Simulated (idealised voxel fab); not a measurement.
This is a process module. Its name is voxel wiring stack.
The cross-section shown here is cut; it is 220 nm wide and divided into square cells measuring 5 nm on a side.
In what follows, cross-sections appear as grids of square cells, described through bands that run from the top down, where every band is one or more rows of cells.
Read a band's entry like this: the first values are the height of its top and the height of its bottom in nm, and what follows is the sequence of materials from left to right, each with its width in nm. Note that "air" is empty space, and that a single material marked "all across" reaches across the band from edge to edge.
Measure heights from 0. That's the level where, below it, the as-received wafer is all one material. The lowest band is bottomless and extends downward; write it as in "z 0 and below".
When a width is written as two numbers, as in "30->40", the first number is the width in the top row of cells of the band and the second is the width in its bottom row, and the width changes by the same amount from each row to the next.
"nothing got changed" after a step means that no cell of the cross-section changed.
If an empty space has no open way to the top and is at least 8 cells in size, "Tabulated closed voids" lists it, written width x height at distance, where distance is measured from the left edge and every value is in nm.
Whatever follows a step's settings on its line is a remark the simulator itself makes about that step.
overlay nm: for a step with a mask, the amount by which the mask lay right of where it was planned; a negative amount means left of it.
## Listed below are the process steps as planned
| 1 | RECEIVE [material Si] |
| 2 | CONFORMAL_DEP [material SiO2] [thk nm 15] |
| 3 | CONFORMAL_DEP [material SiN] [thk nm 5] |
| 4 | DIRECTIONAL_DEP [material SiO2] [thk nm 15] |
| 5 | DIRECTIONAL_DEP [material aC] [thk nm 15] |
| 6 | PATTERN [tone open] [mask id METAL_1] [material resist] [width nm 30] [pitch nm 45] [thk nm 30] [overlay nm 0] |
| 7 | DIRECTIONAL_ETCH [etch materials aC] [depth nm 15] |
| 8 | STRIP [etch materials resist] |
| 9 | DIRECTIONAL_ETCH [etch materials SiO2] [depth nm 15] |
| 10 | DIRECTIONAL_ETCH [etch materials SiN] [depth nm 5] |
| 11 | STRIP [etch materials aC] |
| 12 | CONFORMAL_DEP [material TiN] [thk nm 5] |
| 13 | FILL_DEP [material Cu] [thk nm 5] |
| 14 | CMP [height nm 35] |
| 15 | EPI [material Ru] [thk nm 5] |
| 16 | FILL_DEP [material SiCN] [thk nm 5] |
| 17 | DIRECTIONAL_DEP [material SiO2] [thk nm 30] |
| 18 | DIRECTIONAL_DEP [material aC] [thk nm 10] |
| 19 | PATTERN [tone open] [mask id METAL_2] [material resist] [width nm 20] [pitch nm 45] [thk nm 25] [overlay nm 0] |
| 20 | DIRECTIONAL_ETCH [etch materials aC] [depth nm 10] |
| 21 | STRIP [etch materials resist] |
| 22 | DIRECTIONAL_ETCH [etch materials SiO2] [depth nm 20] |
| 23 | STRIP [etch materials aC] |
| 24 | DIRECTIONAL_DEP [material aC] [thk nm 10] |
| 25 | PATTERN [tone open] [mask id METAL_2_HOLES] [material resist] [width nm 15] [pitch nm 45] [thk nm 30] [overlay nm 0] |
| 26 | DIRECTIONAL_ETCH [etch materials aC] [depth nm 10] |
| 27 | STRIP [etch materials resist] |
| 28 | DIRECTIONAL_ETCH [etch materials SiO2] [depth nm 10] |
| 29 | DIRECTIONAL_ETCH [etch materials SiCN] [depth nm 5] |
| 30 | STRIP [etch materials aC] |
| 31 | CONFORMAL_DEP [material TiN] [thk nm 5] |
| 32 | FILL_DEP [material Cu] [thk nm 5] |
| 33 | CMP [height nm 75] |
| 34 | CONFORMAL_DEP [material SiCN] [thk nm 5] |
| 35 | DIRECTIONAL_DEP [material lowk] [thk nm 30] |
| 36 | DIRECTIONAL_DEP [material aC] [thk nm 10] |
| 37 | PATTERN [tone open] [mask id METAL_3_HOLES] [material resist] [width nm 15] [pitch nm 90] [thk nm 25] [overlay nm 0] |
| 38 | DIRECTIONAL_ETCH [etch materials aC] [depth nm 10] |
| 39 | STRIP [etch materials resist] |
| 40 | DIRECTIONAL_ETCH [etch materials lowk] [depth nm 30] |
| 41 | STRIP [etch materials aC] |
| 42 | PATTERN [tone open] [mask id METAL_3] [material resist] [width nm 30] [pitch nm 45] [thk nm 20] [overlay nm 0] |
| 43 | DIRECTIONAL_ETCH [etch materials lowk] [depth nm 20] |
| 44 | DIRECTIONAL_ETCH [etch materials SiCN] [depth nm 5] |
| 45 | STRIP [etch materials resist] |
| 46 | CONFORMAL_DEP [material TiN] [thk nm 5] |
| 47 | FILL_DEP [material Ru] [thk nm 5] |
| 48 | CMP [height nm 110] |
| 49 | CONFORMAL_DEP [material SiCN] [thk nm 5] |
| 50 | DIRECTIONAL_DEP [material lowk] [thk nm 15] |
| 51 | DIRECTIONAL_DEP [material aC] [thk nm 15] |
| 52 | PATTERN [tone open] [mask id PLUG_3] [material resist] [width nm 15] [pitch nm 45] [thk nm 30] [overlay nm 0] |
| 53 | DIRECTIONAL_ETCH [etch materials aC] [depth nm 15] |
| 54 | STRIP [etch materials resist] |
| 55 | DIRECTIONAL_ETCH [etch materials lowk] [depth nm 15] |
| 56 | DIRECTIONAL_ETCH [etch materials SiCN] [depth nm 5] |
| 57 | STRIP [etch materials aC] |
| 58 | CONFORMAL_DEP [material TiN] [thk nm 5] |
| 59 | FILL_DEP [material W] [thk nm 5] |
| 60 | CMP [height nm 130] |
| 61 | DIRECTIONAL_DEP [material TiN] [thk nm 5] |
| 62 | DIRECTIONAL_DEP [material W] [thk nm 25] |
| 63 | PATTERN [tone cover] [mask id METAL_4] [material resist] [width nm 30] [pitch nm 45] [thk nm 15] [overlay nm 0] |
| 64 | DIRECTIONAL_ETCH [etch materials W] [depth nm 25] |
| 65 | DIRECTIONAL_ETCH [etch materials TiN] [depth nm 5] |
| 66 | STRIP [etch materials resist] |
| 67 | FILL_DEP [material SiO2] [thk nm 10] |
| 68 | CMP [height nm 160] |
| 69 | CONFORMAL_DEP [material SiN] [thk nm 5] |
The wafers are alike at the start. At step 19, their width nm differs. The plan lists the first wafer's value.
## First of several wafers (as received, post step 1), cross-sectional view
- z 0 and below = Si all across
- Tabulated closed voids: none
## The figure below presents a cross-section of the first of several wafers at the conclusion of the module, following its last step, step 69
- z 165 to 160 = SiN all across
- z 160 to 135 = SiO2 25, then W 30, then SiO2 15, then W 30, then SiO2 15, then W 30, then SiO2 15, then W 30, then SiO2 30
- z 135 to 130 = SiO2 25, then TiN 30, then SiO2 15, then TiN 30, then SiO2 15, then TiN 30, then SiO2 15, then TiN 30, then SiO2 30
- z 130 to 115 = lowk 25, then TiN 5, then W 5, then TiN 5, then lowk 30, then TiN 5, then W 5, then TiN 5, then lowk 30, then TiN 5, then W 5, then TiN 5, then lowk 30, then TiN 5, then W 5, then TiN 5, then lowk 45
- z 115 to 110 = SiCN 25, then TiN 15, then SiCN 30, then TiN 15, then SiCN 30, then TiN 15, then SiCN 30, then TiN 15, then SiCN 45
- z 110 to 95 = lowk 25, then TiN 5, then Ru 20, then TiN 5, then lowk 15, then TiN 5, then Ru 20, then TiN 5, then lowk 15, then TiN 5, then Ru 20, then TiN 5, then lowk 15, then TiN 5, then Ru 20, then TiN 5, then lowk 30
- z 95 to 90 = lowk 25, then TiN 5, then Ru 5, then TiN 20, then lowk 15, then TiN 30, then lowk 15, then TiN 5, then Ru 5, then TiN 20, then lowk 15, then TiN 30, then lowk 30
- z 90 to 80 = lowk 25, then TiN 5, then Ru 5, then TiN 5, then lowk 75, then TiN 5, then Ru 5, then TiN 5, then lowk 90
- z 80 to 75 = SiCN 25, then TiN 15, then SiCN 75, then TiN 15, then SiCN 90
- z 75 to 65 = SiO2 25, then TiN 5->10, then Cu 15->10, then TiN 5, then SiO2 20, then TiN 5->10, then Cu 15->10, then TiN 5, then SiO2 20, then TiN 5->10, then Cu 15->10, then TiN 5, then SiO2 20, then TiN 5->10, then Cu 15->10, then TiN 5, then SiO2 35
- z 65 to 60 = SiO2 30, then TiN 5, then Cu 10, then TiN 5, then SiO2 25, then TiN 5, then Cu 10, then TiN 5, then SiO2 25, then TiN 5, then Cu 10, then TiN 5, then SiO2 25, then TiN 5, then Cu 10, then TiN 5, then SiO2 35
- z 60 to 55 = SiO2 30, then TiN 20, then SiO2 25, then TiN 20, then SiO2 25, then TiN 20, then SiO2 25, then TiN 20, then SiO2 35
- z 55 to 45 = SiO2 30, then TiN 10, then SiO2 35, then TiN 10, then SiO2 35, then TiN 10, then SiO2 35, then TiN 10, then SiO2 45
- z 45 to 40 = SiCN 30, then TiN 10, then SiCN 35, then TiN 10, then SiCN 35, then TiN 10, then SiCN 35, then TiN 10, then SiCN 45
- z 40 to 35 = SiCN 20, then Ru 40, then SiCN 5, then Ru 40, then SiCN 5, then Ru 40, then SiCN 5, then Ru 40, then SiCN 25
- z 35 to 20 = SiO2 25, then TiN 5, then Cu 20, then TiN 5, then SiO2 15, then TiN 5, then Cu 20, then TiN 5, then SiO2 15, then TiN 5, then Cu 20, then TiN 5, then SiO2 15, then TiN 5, then Cu 20, then TiN 5, then SiO2 30
- z 20 to 15 = SiN 25, then TiN 30, then SiN 15, then TiN 30, then SiN 15, then TiN 30, then SiN 15, then TiN 30, then SiN 30
- z 15 to 0 = SiO2 all across
- z 0 and below = Si all across
- Tabulated closed voids: none
## Final wafer of several, shown in cross-section at the end of the module
- z 165 to 160 = SiN all across
- z 160 to 135 = SiO2 25, then W 30, then SiO2 15, then W 30, then SiO2 15, then W 30, then SiO2 15, then W 30, then SiO2 30
- z 135 to 130 = SiO2 25, then TiN 30, then SiO2 15, then TiN 30, then SiO2 15, then TiN 30, then SiO2 15, then TiN 30, then SiO2 30
- z 130 to 115 = lowk 25, then TiN 5, then W 5, then TiN 5, then lowk 30, then TiN 5, then W 5, then TiN 5, then lowk 30, then TiN 5, then W 5, then TiN 5, then lowk 30, then TiN 5, then W 5, then TiN 5, then lowk 45
- z 115 to 110 = SiCN 25, then TiN 15, then SiCN 30, then TiN 15, then SiCN 30, then TiN 15, then SiCN 30, then TiN 15, then SiCN 45
- z 110 to 95 = lowk 25, then TiN 5, then Ru 20, then TiN 5, then lowk 15, then TiN 5, then Ru 20, then TiN 5, then lowk 15, then TiN 5, then Ru 20, then TiN 5, then lowk 15, then TiN 5, then Ru 20, then TiN 5, then lowk 30
- z 95 to 90 = lowk 25, then TiN 5, then Ru 5, then TiN 20, then lowk 15, then TiN 30, then lowk 15, then TiN 5, then Ru 5, then TiN 20, then lowk 15, then TiN 30, then lowk 30
- z 90 to 80 = lowk 25, then TiN 5, then Ru 5, then TiN 5, then lowk 75, then TiN 5, then Ru 5, then TiN 5, then lowk 90
- z 80 to 75 = SiCN 25, then TiN 15, then SiCN 75, then TiN 15, then SiCN 90
- z 75 to 60 = SiO2 25, then TiN 5, then Cu 20, then TiN 5, then SiO2 15, then TiN 5, then Cu 20, then TiN 5, then SiO2 15, then TiN 5, then Cu 20, then TiN 5, then SiO2 15, then TiN 5, then Cu 20, then TiN 5, then SiO2 30
- z 60 to 55 = SiO2 25, then TiN 5, then Cu 5, then TiN 20, then SiO2 15, then TiN 5, then Cu 5, then TiN 20, then SiO2 15, then TiN 5, then Cu 5, then TiN 20, then SiO2 15, then TiN 5, then Cu 5, then TiN 20, then SiO2 30
- z 55 to 45 = SiO2 25, then TiN 5, then Cu 5, then TiN 5, then SiO2 30, then TiN 5, then Cu 5, then TiN 5, then SiO2 30, then TiN 5, then Cu 5, then TiN 5, then SiO2 30, then TiN 5, then Cu 5, then TiN 5, then SiO2 45
- z 45 to 40 = SiCN 25, then TiN 15, then SiCN 30, then TiN 15, then SiCN 30, then TiN 15, then SiCN 30, then TiN 15, then SiCN 45
- z 40 to 35 = SiCN 20, then Ru 40, then SiCN 5, then Ru 40, then SiCN 5, then Ru 40, then SiCN 5, then Ru 40, then SiCN 25
- z 35 to 20 = SiO2 25, then TiN 5, then Cu 20, then TiN 5, then SiO2 15, then TiN 5, then Cu 20, then TiN 5, then SiO2 15, then TiN 5, then Cu 20, then TiN 5, then SiO2 15, then TiN 5, then Cu 20, then TiN 5, then SiO2 30
- z 20 to 15 = SiN 25, then TiN 30, then SiN 15, then TiN 30, then SiN 15, then TiN 30, then SiN 15, then TiN 30, then SiN 30
- z 15 to 0 = SiO2 all across
- z 0 and below = Si all across
- Tabulated closed voids: none
## Note: the following table is arranged by wafer, a row apiece. Each row reports the end-of-module state: per material, cells gained (+) or cells lost (-) compared with the wafer as received; closed voids follow
width nm 20, +76 Cu, +86 Ru, +118 SiCN, +64 SiN, +488 SiO2, +236 TiN, +132 W, +252 lowk, Tabulated closed voids: none
width nm 25, +88 Cu, +86 Ru, +118 SiCN, +64 SiN, +472 SiO2, +240 TiN, +132 W, +252 lowk, Tabulated closed voids: none
width nm 30, +108 Cu, +86 Ru, +114 SiCN, +64 SiN, +456 SiO2, +240 TiN, +132 W, +252 lowk, Tabulated closed voids: none
